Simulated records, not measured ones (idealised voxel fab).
Process module under the name voxel transistor to metal
For reference, the cross-section in this document is cut, with width 180 nm and square cells of 5 nm.
Just so we're on the same page, the cross-sections are grids of square cells, and they're listed out in bands top to bottom, each band one or more rows deep. A band entry consists of two parts. The first gives the height of the band's top and the height of its bottom, in nm. The rest lists the band's materials from left to right, each with its width in nm. A single material labelled with the word "all across" fills the band from edge to edge, and the word "blank" marks empty space. Where do heights start? At 0: under that level the wafer as delivered is made of one material only. And the lowest band has no floor; it just carries on downward, as in "0..down". Width "30..40": first value at the band's top row of cells, second value at its bottom row, equal change from row to row. The cross-section has no changed cell in any step marked "identical to before". "Sealed void listing" specifies each empty space that is not open to the top and that occupies no fewer than 8 cells, using the form width x height at distance, the distance measured from the left edge and all three quantities in nm. Formally, on a step line, whatever follows the settings is a remark that the simulator itself makes on the step. overlay nm: mask offset rightward from planned place, masked step; negative means leftward offset.
**Below is the list of planned process steps**
1. op RECEIVE | material Si
2. op CONFORMAL_DEP | material SiO2 | thk nm 5
3. op CONFORMAL_DEP | material SiN | thk nm 10
4. op PATTERN | tone cover | mask id ACTIVE | material resist | width nm 105 | thk nm 20 | overlay nm 0
5. op DIRECTIONAL_ETCH | etch materials SiN | depth nm 10
6. op DIRECTIONAL_ETCH | etch materials SiO2 | depth nm 5
7. op DIRECTIONAL_ETCH | etch materials Si | depth nm 20
8. op STRIP | etch materials resist
9. op OXIDIZE | depth nm 5
10. op FILL_DEP | material SiO2 | thk nm 10
11. op CMP | height nm 15
12. op SELECTIVE_ETCH | etch materials SiO2 | depth nm 5
13. op STRIP | etch materials SiN
14. op SELECTIVE_ETCH | etch materials SiO2 | depth nm 5
15. op OXIDIZE | depth nm 5
16. op DIRECTIONAL_DEP | material polySi | thk nm 20
17. op DIRECTIONAL_DEP | material SiCN | thk nm 10
18. op PATTERN | tone cover | mask id GATE | material resist | width nm 25 | thk nm 20 | overlay nm 0
19. op DIRECTIONAL_ETCH | etch materials SiCN | depth nm 20
20. op DIRECTIONAL_ETCH | etch materials polySi | depth nm 30
21. op STRIP | etch materials resist
22. op CONFORMAL_DEP | material SiN | thk nm 10
23. op DIRECTIONAL_ETCH | etch materials SiN | depth nm 10
24. op DIRECTIONAL_ETCH | etch materials SiO2 | depth nm 5
25. op DIRECTIONAL_ETCH | etch materials Si | depth nm 10
26. op EPI | material nSi | thk nm 10
27. op FILL_DEP | material SiO2 | thk nm 10
28. op CMP | height nm 30
29. op DIRECTIONAL_DEP | material SiO2 | thk nm 10
30. op DIRECTIONAL_DEP | material aC | thk nm 15
31. op PATTERN | tone open | mask id CONTACT | material resist | width nm 25 | pitch nm 60 | thk nm 35 | overlay nm 0
32. op DIRECTIONAL_ETCH | etch materials aC | depth nm 15
33. op STRIP | etch materials resist
34. op DIRECTIONAL_ETCH | etch materials SiO2 | depth nm 45
35. op STRIP | etch materials aC
36. op CONFORMAL_DEP | material TiN | thk nm 5
37. op FILL_DEP | material Ru | thk nm 10
38. op CMP | height nm 40
39. op DIRECTIONAL_DEP | material TiN | thk nm 5
40. op DIRECTIONAL_DEP | material W | thk nm 25
41. op DIRECTIONAL_DEP | material aC | thk nm 15
42. op PATTERN | tone cover | mask id METAL_1 | material resist | width nm 15 | pitch nm 70 | thk nm 35 | overlay nm 0
43. op DIRECTIONAL_ETCH | etch materials aC | depth nm 15
44. op STRIP | etch materials resist
45. op DIRECTIONAL_ETCH | etch materials W | depth nm 25
46. op DIRECTIONAL_ETCH | etch materials TiN | depth nm 5
47. op STRIP | etch materials aC
48. op CONFORMAL_DEP | material SiN | thk nm 5
49. op FILL_DEP | material lowk | thk nm 10
50. op CMP | height nm 70
51. op CONFORMAL_DEP | material SiCN | thk nm 5
52. op DIRECTIONAL_DEP | material lowk | thk nm 30
53. op DIRECTIONAL_DEP | material aC | thk nm 15
54. op PATTERN | tone open | mask id METAL_2 | material resist | width nm 15 | pitch nm 70 | thk nm 35 | overlay nm 0
55. op DIRECTIONAL_ETCH | etch materials aC | depth nm 15
56. op STRIP | etch materials resist
57. op DIRECTIONAL_ETCH | etch materials lowk | depth nm 15
58. op STRIP | etch materials aC
59. op MASKED_ETCH | tone open | mask id METAL_2_HOLES | width nm 15 | pitch nm 70 | etch materials lowk | depth nm 15 | overlay nm 0
60. op MASKED_ETCH | tone open | mask id METAL_2_HOLES | width nm 15 | pitch nm 70 | etch materials SiCN | depth nm 5 | overlay nm 0
61. op CONFORMAL_DEP | material TiN | thk nm 5
62. op FILL_DEP | material Cu | thk nm 10
63. op CMP | height nm 105
64. op CONFORMAL_DEP | material SiCN | thk nm 5
**Cross-section of the wafer upon arrival, representing the state reached after step 1**
0..down | Si all across
Sealed void listing: none
**Result of the module, cross-sectioned: start per above, plan per above, one error in how it was run**
110..105 | SiCN all across
105..75 | lowk 45 / TiN 5 / Cu 5 / TiN 5 / lowk 55 / TiN 5 / Cu 5 / TiN 5 / lowk 50
75..70 | SiCN 45 / TiN 15 / SiCN 55 / TiN 15 / SiCN 50
70..45 | lowk 40 / SiN 5 / W 15 / SiN 5 / lowk 45 / SiN 5 / W 15 / SiN 5 / lowk 45
45..40 | SiN 45 / TiN 15 / SiN 55 / TiN 15 / SiN 50
40..35 | SiO2 45 / TiN 5 / Ru 15 / TiN 5 / SiO2 35 / TiN 5 / Ru 15 / TiN 5 / SiO2 50
35..30 | SiO2 45 / TiN 25 / SiO2 35 / TiN 25 / SiO2 50
30..25 | SiCN 75 / SiN 10 / SiO2 5 / SiN 10 / SiCN 80
25..20 | polySi 30 / SiCN 45 / SiN 10 / SiO2 5 / SiN 10 / SiCN 45 / polySi 35
20..5 | polySi 75 / SiN 10 / SiO2 5 / SiN 10 / polySi 80
5..0 | SiO2 30 / polySi 45 / SiN 10 / nSi 5 / SiN 10 / polySi 45 / SiO2 35
0..-5 | SiO2 85 / nSi 5 / SiO2 90
-5..-15 | SiO2 40 / Si 45 / nSi 5 / Si 45 / SiO2 45
-15..-25 | SiO2 40 / Si 95 / SiO2 45
-25..down | Si all across
Sealed void listing: none
Which mistake was made when the wafer was run? it should be noted that step 18 was executed with settings other than those planned, the operation and settings actually applied being op PATTERN | tone open | mask id GATE | material resist | width nm 25 | thk nm 20 | overlay nm 0
